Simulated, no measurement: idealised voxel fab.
The following is a process module called voxel self aligned vias.
cross-section cut | 175 nm wide | cells 5 nm
For the purposes of this document, a cross-section shall be understood as a grid of square cells, specified as bands listed in top-to-bottom order, each band consisting of one or more rows of cells.
Each band's line starts with the height of the band's top and of its bottom, in nm. Then come its materials from left to right, each with its width in nm. One material with "all across" fills the band from edge to edge. "empty" is empty space.
Height datum 0, below which the as-received substrate wafer is one material. Lowest band open at the bottom, running downward: "0 -> down".
The width entry "30 to 40" should be interpreted row by row: the top row of cells in the band takes the first number, the bottom row takes the second number, and the change between adjacent rows is uniform throughout.
It should be understood that the words "everything unchanged", when stated for a given step, signify that the cross-section underwent no change in any of its cells during that step.
The entry "Completely sealed voids" lists the empty spaces that cover at least 8 cells and have no open path to the top. Each is written as width x height at distance, where the distance is measured from the left edge and all three values are in nm.
It should be noted that, on the line of a given step, the content following the step's settings is a remark produced by the simulator itself with respect to that step.
"overlay nm" on a masked step: distance the mask lay right of its planned place, negative for left.

## So here's the lineup of process steps we planned
- 1: RECEIVE with material Si
- 2: CONFORMAL_DEP with material SiO2, thk nm 10
- 3: CONFORMAL_DEP with material SiCN, thk nm 5
- 4: DIRECTIONAL_DEP with material lowk, thk nm 30
- 5: PATTERN with tone open, mask id LINES, material resist, width nm 30, pitch nm 65, thk nm 15, overlay nm 0
- 6: DIRECTIONAL_ETCH with etch materials lowk, depth nm 30
- 7: STRIP with etch materials resist
- 8: CONFORMAL_DEP with material TiN, thk nm 5
- 9: FILL_DEP with material W, thk nm 10
- 10: CMP with height nm 45
- 11: SELECTIVE_ETCH with etch materials W Ru TiN, depth nm 10
- 12: FILL_DEP with material SiN, thk nm 5
- 13: CMP with height nm 45
- 14: DIRECTIONAL_DEP with material lowk, thk nm 20
- 15: PATTERN with tone open, mask id VIAS, material resist, width nm 40, thk nm 20, overlay nm 0
- 16: DIRECTIONAL_ETCH with etch materials lowk, depth nm 20
- 17: DIRECTIONAL_ETCH with etch materials SiN, depth nm 10
- 18: STRIP with etch materials resist
- 19: CONFORMAL_DEP with material TiN, thk nm 5
- 20: FILL_DEP with material Cu, thk nm 10
- 21: CMP with height nm 65
- 22: CONFORMAL_DEP with material SiN, thk nm 5

## Below: the first of two wafers, run as planned

## Here's what the wafer looked like in cross-section when it arrived - that's after step 1
* 0 -> down | Si all across
* Completely sealed voids: none

## Step 2 done - wafer cross-section
* 10 -> 0 | SiO2 all across
* At heights below 0, the structure remains unaltered.

## Step 3 done - wafer cross-section
* 15 -> 10 | SiCN all across
* At heights below 10, the structure remains unaltered.

## Step 4 done - wafer cross-section
* 45 -> 15 | lowk all across
* At heights below 15, the structure remains unaltered.

## Step 5 done - wafer cross-section
* 60 -> 45 | resist (40) / empty (30) / resist (35) / empty (30) / resist (40)
* At heights below 45, the structure remains unaltered.

## Step 6 done - wafer cross-section
* 60 -> 45 | resist (40) / empty (30) / resist (35) / empty (30) / resist (40)
* 45 -> 15 | lowk (40) / empty (30) / lowk (35) / empty (30) / lowk (40)
* At heights below 15, the structure remains unaltered.

## Step 7 done - wafer cross-section
* 45 -> 15 | lowk (40) / empty (30) / lowk (35) / empty (30) / lowk (40)
* At heights below 15, the structure remains unaltered.

## Step 8 done - wafer cross-section
* 50 -> 45 | TiN (45) / empty (20) / TiN (45) / empty (20) / TiN (45)
* 45 -> 20 | lowk (40) / TiN (5) / empty (20) / TiN (5) / lowk (35) / TiN (5) / empty (20) / TiN (5) / lowk (40)
* 20 -> 15 | lowk (40) / TiN (30) / lowk (35) / TiN (30) / lowk (40)
* At heights below 15, the structure remains unaltered.

## Step 9 done - wafer cross-section
* 60 -> 50 | W all across
* 50 -> 45 | TiN (45) / W (20) / TiN (45) / W (20) / TiN (45)
* 45 -> 20 | lowk (40) / TiN (5) / W (20) / TiN (5) / lowk (35) / TiN (5) / W (20) / TiN (5) / lowk (40)
* At heights below 20, the structure remains unaltered.

## Step 10 done - wafer cross-section
* 45 -> 20 | lowk (40) / TiN (5) / W (20) / TiN (5) / lowk (35) / TiN (5) / W (20) / TiN (5) / lowk (40)
* At heights below 20, the structure remains unaltered.

## Step 11 done - wafer cross-section
* 45 -> 35 | lowk (40) / empty (30) / lowk (35) / empty (30) / lowk (40)
* At heights below 35, the structure remains unaltered.

## Step 12 done - wafer cross-section
* 50 -> 45 | SiN all across
* 45 -> 35 | lowk (40) / SiN (30) / lowk (35) / SiN (30) / lowk (40)
* At heights below 35, the structure remains unaltered.

## Step 13 done - wafer cross-section
* 45 -> 35 | lowk (40) / SiN (30) / lowk (35) / SiN (30) / lowk (40)
* At heights below 35, the structure remains unaltered.

## Step 14 done - wafer cross-section
* 65 -> 45 | lowk all across
* At heights below 45, the structure remains unaltered.

## Step 15 done - wafer cross-section
* 85 -> 65 | resist (35) / empty (40) / resist (100)
* At heights below 65, the structure remains unaltered.

## Step 16 done - wafer cross-section
* 85 -> 65 | resist (35) / empty (40) / resist (100)
* 65 -> 45 | lowk (35) / empty (40) / lowk (100)
* At heights below 45, the structure remains unaltered.

## Step 17 done - wafer cross-section
* 85 -> 65 | resist (35) / empty (40) / resist (100)
* 65 -> 45 | lowk (35) / empty (40) / lowk (100)
* 45 -> 35 | lowk (40) / empty (30) / lowk (35) / SiN (30) / lowk (40)
* At heights below 35, the structure remains unaltered.

## Step 18 done - wafer cross-section
* 65 -> 45 | lowk (35) / empty (40) / lowk (100)
* At heights below 45, the structure remains unaltered.

## Step 19 done - wafer cross-section
* 70 -> 65 | TiN (40) / empty (30) / TiN (105)
* 65 -> 50 | lowk (35) / TiN (5) / empty (30) / TiN (5) / lowk (100)
* 50 -> 45 | lowk (35) / TiN (10) / empty (20) / TiN (10) / lowk (100)
* 45 -> 40 | lowk (40) / TiN (5) / empty (20) / TiN (5) / lowk (35) / SiN (30) / lowk (40)
* 40 -> 35 | lowk (40) / TiN (30) / lowk (35) / SiN (30) / lowk (40)
* At heights below 35, the structure remains unaltered.

## Step 20 done - wafer cross-section
* 80 -> 70 | Cu all across
* 70 -> 65 | TiN (40) / Cu (30) / TiN (105)
* 65 -> 50 | lowk (35) / TiN (5) / Cu (30) / TiN (5) / lowk (100)
* 50 -> 45 | lowk (35) / TiN (10) / Cu (20) / TiN (10) / lowk (100)
* 45 -> 40 | lowk (40) / TiN (5) / Cu (20) / TiN (5) / lowk (35) / SiN (30) / lowk (40)
* At heights below 40, the structure remains unaltered.

## Step 21 done - wafer cross-section
* 65 -> 50 | lowk (35) / TiN (5) / Cu (30) / TiN (5) / lowk (100)
* At heights below 50, the structure remains unaltered.

## Step 22 done - wafer cross-section
* 70 -> 65 | SiN all across
* At heights below 65, the structure remains unaltered.

## Here the second wafer is described. Its start and its plan were those of the first wafer. Its run contained one mistake. Up to and including step 15, it did exactly what the first wafer did

## What the second wafer looks like in cross-section when step 16 should have wrapped up
* 85 -> 65 | resist (35) / empty (40) / resist (100)
* 65 -> 45 | lowk (35) / empty (40) / lowk (100)
* 45 -> 35 | lowk (35) / empty (5) / SiN (30) / empty (5) / lowk (30) / SiN (30) / lowk (40)
* 35 -> 25 | lowk (35) / empty (5) / TiN (5) / W (20) / TiN (5) / empty (5) / lowk (30) / TiN (5) / W (20) / TiN (5) / lowk (40)
* At heights below 25, the structure remains unaltered.

## What the second wafer looks like in cross-section when step 17 should have wrapped up
* 85 -> 65 | resist (35) / empty (40) / resist (100)
* 65 -> 45 | lowk (35) / empty (40) / lowk (100)
* 45 -> 35 | lowk (35) / empty (40) / lowk (30) / SiN (30) / lowk (40)
* At heights below 35, the structure remains unaltered.

## What the second wafer looks like in cross-section when step 18 should have wrapped up
* 65 -> 45 | lowk (35) / empty (40) / lowk (100)
* At heights below 45, the structure remains unaltered.

## What the second wafer looks like in cross-section when step 19 should have wrapped up
* 70 -> 65 | TiN (40) / empty (30) / TiN (105)
* 65 -> 45 | lowk (35) / TiN (5) / empty (30) / TiN (5) / lowk (100)
* 45 -> 40 | lowk (35) / TiN (5) / empty (30) / TiN (5) / lowk (30) / SiN (30) / lowk (40)
* 40 -> 35 | lowk (35) / TiN (40) / lowk (30) / SiN (30) / lowk (40)
* 35 -> 25 | lowk (35) / TiN (10) / W (20) / TiN (10) / lowk (30) / TiN (5) / W (20) / TiN (5) / lowk (40)
* At heights below 25, the structure remains unaltered.

## What the second wafer looks like in cross-section when step 20 should have wrapped up
* 80 -> 70 | Cu all across
* 70 -> 65 | TiN (40) / Cu (30) / TiN (105)
* 65 -> 45 | lowk (35) / TiN (5) / Cu (30) / TiN (5) / lowk (100)
* 45 -> 40 | lowk (35) / TiN (5) / Cu (30) / TiN (5) / lowk (30) / SiN (30) / lowk (40)
* At heights below 40, the structure remains unaltered.

## What the second wafer looks like in cross-section when step 21 should have wrapped up
* 65 -> 45 | lowk (35) / TiN (5) / Cu (30) / TiN (5) / lowk (100)
* At heights below 45, the structure remains unaltered.

## What the second wafer looks like in cross-section when step 22 should have wrapped up
* 70 -> 65 | SiN all across
* At heights below 65, the structure remains unaltered.
What broke from the plan during processing? execution of plan step 16 occurred twice
Final cells, second wafer relative to first, materials higher or lower: 4 more of Cu | 4 more of TiN | 8 fewer of lowk
